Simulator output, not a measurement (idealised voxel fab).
Herein follows the process module entitled voxel air gaps.
Xsec cut, 200 nm wide, square cell size 5 nm.
The cross-sections in this document take the form of a grid made of square cells. They are written out as bands, in order from top to bottom. Each band consists of one or more rows of cells. Band entry format. Leading values: height of top, height of bottom, nm. Remainder: materials in left-to-right order, each with its width in nm. Special words: "edge to edge" on a single material, which then fills the band edge to edge; "air", empty space. For the purposes of this specification, 0 denotes the height below which the wafer in its as-received condition is composed wholly of one material, and the lowermost band, lacking a lower limit, extends downward without end, as expressed in "0 nm and below". Per-row width for "30 to 40": begins at first number (top row of band), ends at second number (bottom row), increment between rows held constant. Basically "nothing different" means that step didn't change any cell in the cross-section. The entry "Trapped voids" lists the empty spaces that cover at least 8 cells and have no open path to the top. Each is written as width x height at distance, where the distance is measured from the left edge and all three values are in nm. Step line, after settings: the simulator's comment on this step. overlay nm: on a step with a mask, how far right of its planned place the mask lay; negative means left.

[List of planned process steps]
1,RECEIVE [material Si]
2,CONFORMAL_DEP [material SiO2] [thk nm 15]
3,CONFORMAL_DEP [material SiCN] [thk nm 5]
4,DIRECTIONAL_DEP [material lowk] [thk nm 30]
5,PATTERN [tone open] [mask id LINES] [material resist] [width nm 20] [pitch nm 45] [thk nm 20] [overlay nm 0]
6,DIRECTIONAL_ETCH [etch materials lowk] [depth nm 30]
7,STRIP [etch materials resist]
8,CONFORMAL_DEP [material TiN] [thk nm 5]
9,FILL_DEP [material Ru] [thk nm 5]
10,CMP [height nm 50]
11,EPI [material Ru] [thk nm 10]
12,SELECTIVE_ETCH [etch materials lowk] [depth nm 40]
13,CONFORMAL_DEP [material SiCN] [thk nm 5]

[What follows covers the first of two wafers; it ran as planned]

[Cross-sectional view of the wafer in its as-received condition, corresponding to the state after step 1]
- 0 nm and below | Si edge to edge
- Trapped voids: none

[Step 2 complete: cross-section through the wafer]
- 15 nm to 0 nm | SiO2 edge to edge
- Under 0: no change, same as before.

[Step 3 complete: cross-section through the wafer]
- 20 nm to 15 nm | SiCN edge to edge
- Under 15: no change, same as before.

[Step 4 complete: cross-section through the wafer]
- 50 nm to 20 nm | lowk edge to edge
- Under 20: no change, same as before.

[Step 5 complete: cross-section through the wafer]
- 70 nm to 50 nm | resist=45; air=20; resist=25; air=20; resist=25; air=20; resist=45
- Under 50: no change, same as before.

[Step 6 complete: cross-section through the wafer]
- 70 nm to 50 nm | resist=45; air=20; resist=25; air=20; resist=25; air=20; resist=45
- 50 nm to 20 nm | lowk=45; air=20; lowk=25; air=20; lowk=25; air=20; lowk=45
- Under 20: no change, same as before.

[Step 7 complete: cross-section through the wafer]
- 50 nm to 20 nm | lowk=45; air=20; lowk=25; air=20; lowk=25; air=20; lowk=45
- Under 20: no change, same as before.

[Step 8 complete: cross-section through the wafer]
- 55 nm to 50 nm | TiN=50; air=10; TiN=35; air=10; TiN=35; air=10; TiN=50
- 50 nm to 25 nm | lowk=45; TiN=5; air=10; TiN=5; lowk=25; TiN=5; air=10; TiN=5; lowk=25; TiN=5; air=10; TiN=5; lowk=45
- 25 nm to 20 nm | lowk=45; TiN=20; lowk=25; TiN=20; lowk=25; TiN=20; lowk=45
- Under 20: no change, same as before.

[Step 9 complete: cross-section through the wafer]
- 60 nm to 55 nm | Ru edge to edge
- 55 nm to 50 nm | TiN=50; Ru=10; TiN=35; Ru=10; TiN=35; Ru=10; TiN=50
- 50 nm to 25 nm | lowk=45; TiN=5; Ru=10; TiN=5; lowk=25; TiN=5; Ru=10; TiN=5; lowk=25; TiN=5; Ru=10; TiN=5; lowk=45
- Under 25: no change, same as before.

[Step 10 complete: cross-section through the wafer]
- 50 nm to 25 nm | lowk=45; TiN=5; Ru=10; TiN=5; lowk=25; TiN=5; Ru=10; TiN=5; lowk=25; TiN=5; Ru=10; TiN=5; lowk=45
- Under 25: no change, same as before.

[Step 11 complete: cross-section through the wafer]
- 60 nm to 50 nm | air=35; Ru=40; air=5; Ru=40; air=5; Ru=40; air=35
- Under 50: no change, same as before.

[Step 12 complete: cross-section through the wafer]
- 60 nm to 50 nm | air=35; Ru=40; air=5; Ru=40; air=5; Ru=40; air=35
- 50 nm to 25 nm | air=45; TiN=5; Ru=10; TiN=5; air=25; TiN=5; Ru=10; TiN=5; air=25; TiN=5; Ru=10; TiN=5; air=45
- 25 nm to 20 nm | air=45; TiN=20; air=25; TiN=20; air=25; TiN=20; air=45
- Under 20: no change, same as before.

[Step 13 complete: cross-section through the wafer]
- 65 nm to 60 nm | air=30; SiCN=140; air=30
- 60 nm to 50 nm | air=30; SiCN=5; Ru=40; SiCN=5; Ru=40; SiCN=5; Ru=40; SiCN=5; air=30
- 50 nm to 45 nm | air=30; SiCN=15; TiN=5; Ru=10; TiN=5; SiCN=25; TiN=5; Ru=10; TiN=5; SiCN=25; TiN=5; Ru=10; TiN=5; SiCN=15; air=30
- 45 nm to 25 nm | air=40; SiCN=5; TiN=5; Ru=10; TiN=5; SiCN=5; air=15; SiCN=5; TiN=5; Ru=10; TiN=5; SiCN=5; air=15; SiCN=5; TiN=5; Ru=10; TiN=5; SiCN=5; air=40
- 25 nm to 20 nm | SiCN=45; TiN=20; SiCN=25; TiN=20; SiCN=25; TiN=20; SiCN=45
- Under 20: no change, same as before.
- Trapped voids: 15 x 20 at 70; 15 x 20 at 115

[What follows concerns the second wafer, which started out like the first and was meant to follow the very same plan; one mistake crept in when it was run, but everything up to and including step 1 is the same as for the first wafer]

[Second wafer shown in cross-section at the time step 2 was slated to end]
- 20 nm to 0 nm | SiO2 edge to edge
- Under 0: no change, same as before.

[Second wafer shown in cross-section at the time step 3 was slated to end]
- 25 nm to 20 nm | SiCN edge to edge
- Under 20: no change, same as before.

[Second wafer shown in cross-section at the time step 4 was slated to end]
- 55 nm to 25 nm | lowk edge to edge
- Under 25: no change, same as before.

[Second wafer shown in cross-section at the time step 5 was slated to end]
- 75 nm to 55 nm | resist=45; air=20; resist=25; air=20; resist=25; air=20; resist=45
- Under 55: no change, same as before.

[Second wafer shown in cross-section at the time step 6 was slated to end]
- 75 nm to 55 nm | resist=45; air=20; resist=25; air=20; resist=25; air=20; resist=45
- 55 nm to 25 nm | lowk=45; air=20; lowk=25; air=20; lowk=25; air=20; lowk=45
- Under 25: no change, same as before.

[Second wafer shown in cross-section at the time step 7 was slated to end]
- 55 nm to 25 nm | lowk=45; air=20; lowk=25; air=20; lowk=25; air=20; lowk=45
- Under 25: no change, same as before.

[Second wafer shown in cross-section at the time step 8 was slated to end]
- 60 nm to 55 nm | TiN=50; air=10; TiN=35; air=10; TiN=35; air=10; TiN=50
- 55 nm to 30 nm | lowk=45; TiN=5; air=10; TiN=5; lowk=25; TiN=5; air=10; TiN=5; lowk=25; TiN=5; air=10; TiN=5; lowk=45
- 30 nm to 25 nm | lowk=45; TiN=20; lowk=25; TiN=20; lowk=25; TiN=20; lowk=45
- Under 25: no change, same as before.

[Second wafer shown in cross-section at the time step 9 was slated to end]
- 65 nm to 60 nm | Ru edge to edge
- 60 nm to 55 nm | TiN=50; Ru=10; TiN=35; Ru=10; TiN=35; Ru=10; TiN=50
- 55 nm to 30 nm | lowk=45; TiN=5; Ru=10; TiN=5; lowk=25; TiN=5; Ru=10; TiN=5; lowk=25; TiN=5; Ru=10; TiN=5; lowk=45
- Under 30: no change, same as before.

[Second wafer shown in cross-section at the time step 10 was slated to end]
- 50 nm to 30 nm | lowk=45; TiN=5; Ru=10; TiN=5; lowk=25; TiN=5; Ru=10; TiN=5; lowk=25; TiN=5; Ru=10; TiN=5; lowk=45
- Under 30: no change, same as before.

[Second wafer shown in cross-section at the time step 11 was slated to end]
- 60 nm to 50 nm | air=35; Ru=40; air=5; Ru=40; air=5; Ru=40; air=35
- Under 50: no change, same as before.

[Second wafer shown in cross-section at the time step 12 was slated to end]
- 60 nm to 50 nm | air=35; Ru=40; air=5; Ru=40; air=5; Ru=40; air=35
- 50 nm to 30 nm | air=45; TiN=5; Ru=10; TiN=5; air=25; TiN=5; Ru=10; TiN=5; air=25; TiN=5; Ru=10; TiN=5; air=45
- 30 nm to 25 nm | air=45; TiN=20; air=25; TiN=20; air=25; TiN=20; air=45
- Under 25: no change, same as before.

[Second wafer shown in cross-section at the time step 13 was slated to end]
- 65 nm to 60 nm | air=30; SiCN=140; air=30
- 60 nm to 50 nm | air=30; SiCN=5; Ru=40; SiCN=5; Ru=40; SiCN=5; Ru=40; SiCN=5; air=30
- 50 nm to 45 nm | air=30; SiCN=15; TiN=5; Ru=10; TiN=5; SiCN=25; TiN=5; Ru=10; TiN=5; SiCN=25; TiN=5; Ru=10; TiN=5; SiCN=15; air=30
- 45 nm to 30 nm | air=40; SiCN=5; TiN=5; Ru=10; TiN=5; SiCN=5; air=15; SiCN=5; TiN=5; Ru=10; TiN=5; SiCN=5; air=15; SiCN=5; TiN=5; Ru=10; TiN=5; SiCN=5; air=40
- 30 nm to 25 nm | SiCN=45; TiN=20; SiCN=25; TiN=20; SiCN=25; TiN=20; SiCN=45
- Under 25: no change, same as before.
- Trapped voids: 15 x 15 at 70; 15 x 15 at 115
So what did we get wrong on this run? note that step 2 departed from the planned setting and was carried out as CONFORMAL_DEP [material SiO2] [thk nm 20]
Final cells, second wafer relative to first, materials higher or lower: Ru -6 | SiCN -6 | SiO2 +40 | TiN -6
